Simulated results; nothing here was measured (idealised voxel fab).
Module name: voxel plated lines (process module)
Square cells of 5 nm make up the cross-section cut, whose width is 265 nm.
This document writes a cross-section as a grid whose cells are square, and gives it as bands, listed from the top down; one or more rows of cells form a band. Look at the band entry: it leads with the top's height and the bottom's height in nm. Then it lists the materials left to right, with a width in nm for each. The word "full width" on a single material says that material fills the band edge to edge. The word "empty" is empty space. The level at which height equals 0 is the one under which the wafer, as it arrives, is entirely one material. No lower edge exists for the bottom band, which continues downward and is notated as in "0..down". Quick explanation for "30->40": the width changes in equal steps down the rows of cells, from the first number in the band's top row to the second number in its bottom row. No cell of the cross-section changed in a step that is given as "no modification". Heads up: "Closed-off voids" only lists the empty pockets with no open path to the top that are 8 cells or more, and it writes them as width x height at distance, distance from the left edge, in nm. after a step's settings: what the simulator itself notes on the step. The setting "overlay nm" may be written on the line of a step. When the step uses a mask, the value reports how far to the right of the planned place the mask lay, and a negative value reports that it lay to the left.

Process steps - plan
1) RECEIVE with material Si
2) CONFORMAL_DEP with material SiO2, thk nm 5
3) DIRECTIONAL_DEP with material TiN, thk nm 5
4) PATTERN with tone open, mask id LINES, material resist, width nm 30, pitch nm 60, thk nm 30, overlay nm 0
5) EPI with material Ru, thk nm 10
6) EPI with material Ru, thk nm 10
7) STRIP with etch materials resist
8) DIRECTIONAL_ETCH with etch materials TiN, depth nm 5
9) CONFORMAL_DEP with material SiO2, thk nm 10

Wafer as received: cross-section following step 1
0..down | Si full width
Closed-off voids: none

The cross-section shown corresponds to the wafer at the conclusion of the module. The initial structure and the process plan are those presented above; however, one mistake occurred in executing the plan
40..30 | empty: 75; SiO2: 50; empty: 10; SiO2: 50; empty: 80
30..20 | empty: 75; SiO2: 10; Ru: 30; SiO2: 10; empty: 10; SiO2: 10; Ru: 30; SiO2: 10; empty: 80
20..10 | SiO2: 85; Ru: 30; SiO2: 30; Ru: 30; SiO2: 90
10..5 | Ru full width
5..0 | SiO2 full width
0..down | Si full width
Closed-off voids: none
Misprocessing identified: the process deviated at step 3: the operation and settings actually run there were DIRECTIONAL_DEP with material Ru, thk nm 5
